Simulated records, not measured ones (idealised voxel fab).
Documented hereafter: the process module known as voxel wiring stack.
245 nm wide, 5 nm square cells: that's cross-section cut.
If you're reading a cross-section in this doc, picture square cells in a grid; it comes to you as bands, top ones listed first down to the bottom, and a band can be one or more rows of cells.
A band entry consists of two parts. The first gives the height of the band's top and the height of its bottom, in nm. The rest lists the band's materials from left to right, each with its width in nm. A single material labelled with the word "full width" fills the band from edge to edge, and the word "blank" marks empty space.
For the purposes of this specification, 0 denotes the height below which the wafer in its as-received condition is composed wholly of one material, and the lowermost band, lacking a lower limit, extends downward without end, as expressed in "from 0 down".
Per-row width for "30->40": begins at first number (top row of band), ends at second number (bottom row), increment between rows held constant.
Where a step carries "nothing altered", the cross-section came out of it unchanged, cell for cell.
For the entry "Entrapped voids", the listed items are empty spaces with no open way to the top whose size is 8 cells or more; each item follows the pattern width x height at distance, where distance is from the left edge and all three are in nm.
The remark found on a step's line after its settings is issued by the simulator itself and pertains to that step.
Regarding "overlay nm": on a step with a mask, it is the distance the mask lay to the right of its planned place; a negative value places it to the left.
List of planned process steps
| 1 | RECEIVE: material Si |
| 2 | CONFORMAL_DEP: material SiO2, thk nm 15 |
| 3 | DIRECTIONAL_DEP: material TiN, thk nm 5 |
| 4 | DIRECTIONAL_DEP: material W, thk nm 20 |
| 5 | DIRECTIONAL_DEP: material aC, thk nm 15 |
| 6 | PATTERN: tone cover, mask id METAL_1, material resist, width nm 20, pitch nm 50, thk nm 35, overlay nm 0 |
| 7 | DIRECTIONAL_ETCH: etch materials aC, depth nm 15 |
| 8 | STRIP: etch materials resist |
| 9 | DIRECTIONAL_ETCH: etch materials W, depth nm 20 |
| 10 | DIRECTIONAL_ETCH: etch materials TiN, depth nm 5 |
| 11 | STRIP: etch materials aC |
| 12 | FILL_DEP: material lowk, thk nm 10 |
| 13 | CMP: height nm 40 |
| 14 | CONFORMAL_DEP: material SiCN, thk nm 5 |
| 15 | DIRECTIONAL_DEP: material SiO2, thk nm 15 |
| 16 | MASKED_ETCH: tone open, mask id PLUG_1, width nm 15, etch materials SiO2, depth nm 15, overlay nm 0 |
| 17 | MASKED_ETCH: tone open, mask id PLUG_1, width nm 15, etch materials SiCN, depth nm 5, overlay nm 0 |
| 18 | EPI: material Ru, thk nm 10 |
| 19 | EPI: material Ru, thk nm 10 |
| 20 | DIRECTIONAL_DEP: material TiN, thk nm 5 |
| 21 | DIRECTIONAL_DEP: material Ru, thk nm 20 |
| 22 | MASKED_ETCH: tone cover, mask id METAL_2, width nm 20, pitch nm 50, etch materials Ru, depth nm 20, overlay nm 0 |
| 23 | MASKED_ETCH: tone cover, mask id METAL_2, width nm 20, pitch nm 50, etch materials TiN, depth nm 5, overlay nm 0 |
| 24 | CONFORMAL_DEP: material SiN, thk nm 5 |
| 25 | FILL_DEP: material lowk, thk nm 10 |
| 26 | CMP: height nm 85 |
| 27 | CONFORMAL_DEP: material SiCN, thk nm 5 |
| 28 | DIRECTIONAL_DEP: material lowk, thk nm 10 |
| 29 | DIRECTIONAL_DEP: material aC, thk nm 10 |
| 30 | PATTERN: tone open, mask id PLUG_2, material resist, width nm 15, thk nm 25, overlay nm 0 |
| 31 | DIRECTIONAL_ETCH: etch materials aC, depth nm 10 |
| 32 | STRIP: etch materials resist |
| 33 | DIRECTIONAL_ETCH: etch materials lowk, depth nm 10 |
| 34 | DIRECTIONAL_ETCH: etch materials SiCN, depth nm 5 |
| 35 | STRIP: etch materials aC |
| 36 | CONFORMAL_DEP: material TiN, thk nm 5 |
| 37 | FILL_DEP: material Cu, thk nm 5 |
| 38 | CMP: height nm 100 |
| 39 | CONFORMAL_DEP: material SiN, thk nm 5 |
| 40 | DIRECTIONAL_DEP: material SiO2, thk nm 15 |
| 41 | PATTERN: tone open, mask id METAL_3, material resist, width nm 20, pitch nm 50, thk nm 20, overlay nm 0 |
| 42 | DIRECTIONAL_ETCH: etch materials SiO2, depth nm 15 |
| 43 | DIRECTIONAL_ETCH: etch materials SiN, depth nm 5 |
| 44 | STRIP: etch materials resist |
| 45 | CONFORMAL_DEP: material TiN, thk nm 5 |
| 46 | FILL_DEP: material W, thk nm 5 |
| 47 | CMP: height nm 120 |
| 48 | EPI: material Ru, thk nm 5 |
| 49 | FILL_DEP: material SiCN, thk nm 5 |
| 50 | DIRECTIONAL_DEP: material lowk, thk nm 30 |
| 51 | MASKED_ETCH: tone open, mask id METAL_4_HOLES, width nm 15, pitch nm 50, etch materials lowk, depth nm 30, overlay nm 0 |
| 52 | PATTERN: tone open, mask id METAL_4, material resist, width nm 20, pitch nm 50, thk nm 20, overlay nm 0 |
| 53 | DIRECTIONAL_ETCH: etch materials lowk, depth nm 15 |
| 54 | DIRECTIONAL_ETCH: etch materials SiCN, depth nm 5 |
| 55 | STRIP: etch materials resist |
| 56 | CONFORMAL_DEP: material TiN, thk nm 5 |
| 57 | FILL_DEP: material Cu, thk nm 5 |
| 58 | CMP: height nm 160 |
| 59 | CONFORMAL_DEP: material SiCN, thk nm 5 |
Cross-section, incoming material, after step 1
> from 0 down = Si full width
> Entrapped voids: none
End-of-module cross-section of the first of two wafers, processed as planned
> from 165 to 160 = SiCN full width
> from 160 to 150 = 85 of lowk, 5 of TiN, 10 of Cu, 5 of TiN, 30 of lowk, 5 of TiN, 10 of Cu, 5 of TiN, 90 of lowk
> from 150 to 145 = 85 of lowk, 5 of TiN, 5 of Cu, 10 of TiN, 30 of lowk, 5 of TiN, 5 of Cu, 10 of TiN, 90 of lowk
> from 145 to 130 = 85 of lowk, 5 of TiN, 5 of Cu, 5 of TiN, 35 of lowk, 5 of TiN, 5 of Cu, 5 of TiN, 95 of lowk
> from 130 to 125 = 85 of SiCN, 15 of TiN, 35 of SiCN, 15 of TiN, 95 of SiCN
> from 125 to 120 = 80 of SiCN, 30 of Ru, 20 of SiCN, 30 of Ru, 85 of SiCN
> from 120 to 105 = 85 of SiO2, 5 of TiN, 10 of W, 5 of TiN, 30 of SiO2, 5 of TiN, 10 of W, 5 of TiN, 90 of SiO2
> from 105 to 100 = 85 of SiN, 20 of TiN, 30 of SiN, 20 of TiN, 90 of SiN
> from 100 to 90 = 85 of lowk, 5 of TiN, 5 of Cu, 5 of TiN, 145 of lowk
> from 90 to 85 = 85 of SiCN, 15 of TiN, 145 of SiCN
> from 85 to 65 = 80 of lowk, 5 of SiN, 20 of Ru, 5 of SiN, 20 of lowk, 5 of SiN, 20 of Ru, 5 of SiN, 85 of lowk
> from 65 to 60 = 85 of SiN, 20 of TiN, 30 of SiN, 20 of TiN, 90 of SiN
> from 60 to 45 = 85 of SiO2, 15 of Ru, 145 of SiO2
> from 45 to 40 = 85 of SiCN, 15 of Ru, 145 of SiCN
> from 40 to 20 = 85 of lowk, 20 of W, 30 of lowk, 20 of W, 90 of lowk
> from 20 to 15 = 85 of lowk, 20 of TiN, 30 of lowk, 20 of TiN, 90 of lowk
> from 15 to 0 = SiO2 full width
> from 0 down = Si full width
> Entrapped voids: none
Module end: cross-section of wafer two of two. Same start and process plan as the first wafer. One mistake during execution
> from 165 to 160 = SiCN full width
> from 160 to 150 = 85 of lowk, 5 of TiN, 10 of Cu, 5 of TiN, 30 of lowk, 5 of TiN, 10 of Cu, 5 of TiN, 90 of lowk
> from 150 to 145 = 85 of lowk, 5 of TiN, 5 of Cu, 10 of TiN, 30 of lowk, 5 of TiN, 5 of Cu, 10 of TiN, 90 of lowk
> from 145 to 130 = 85 of lowk, 5 of TiN, 5 of Cu, 5 of TiN, 35 of lowk, 5 of TiN, 5 of Cu, 5 of TiN, 95 of lowk
> from 130 to 125 = 85 of SiCN, 15 of TiN, 35 of SiCN, 15 of TiN, 95 of SiCN
> from 125 to 120 = 90 of SiCN, 30 of Ru, 20 of SiCN, 30 of Ru, 75 of SiCN
> from 120 to 105 = 95 of SiO2, 5 of TiN, 10 of W, 5 of TiN, 30 of SiO2, 5 of TiN, 10 of W, 5 of TiN, 80 of SiO2
> from 105 to 100 = 95 of SiN, 20 of TiN, 30 of SiN, 20 of TiN, 80 of SiN
> from 100 to 90 = 85 of lowk, 5 of TiN, 5 of Cu, 5 of TiN, 145 of lowk
> from 90 to 85 = 85 of SiCN, 15 of TiN, 145 of SiCN
> from 85 to 65 = 80 of lowk, 5 of SiN, 20 of Ru, 5 of SiN, 20 of lowk, 5 of SiN, 20 of Ru, 5 of SiN, 85 of lowk
> from 65 to 60 = 85 of SiN, 20 of TiN, 30 of SiN, 20 of TiN, 90 of SiN
> from 60 to 45 = 85 of SiO2, 15 of Ru, 145 of SiO2
> from 45 to 40 = 85 of SiCN, 15 of Ru, 145 of SiCN
> from 40 to 20 = 85 of lowk, 20 of W, 30 of lowk, 20 of W, 90 of lowk
> from 20 to 15 = 85 of lowk, 20 of TiN, 30 of lowk, 20 of TiN, 90 of lowk
> from 15 to 0 = SiO2 full width
> from 0 down = Si full width
> Entrapped voids: none
Here's what went sideways: off-plan run, step 41, actual operation and settings PATTERN: tone open, mask id METAL_3, material resist, width nm 20, pitch nm 50, thk nm 20, overlay nm 10
At the end, each material covers as many cells on the second wafer as it does on the first, though the cells it covers are elsewhere.
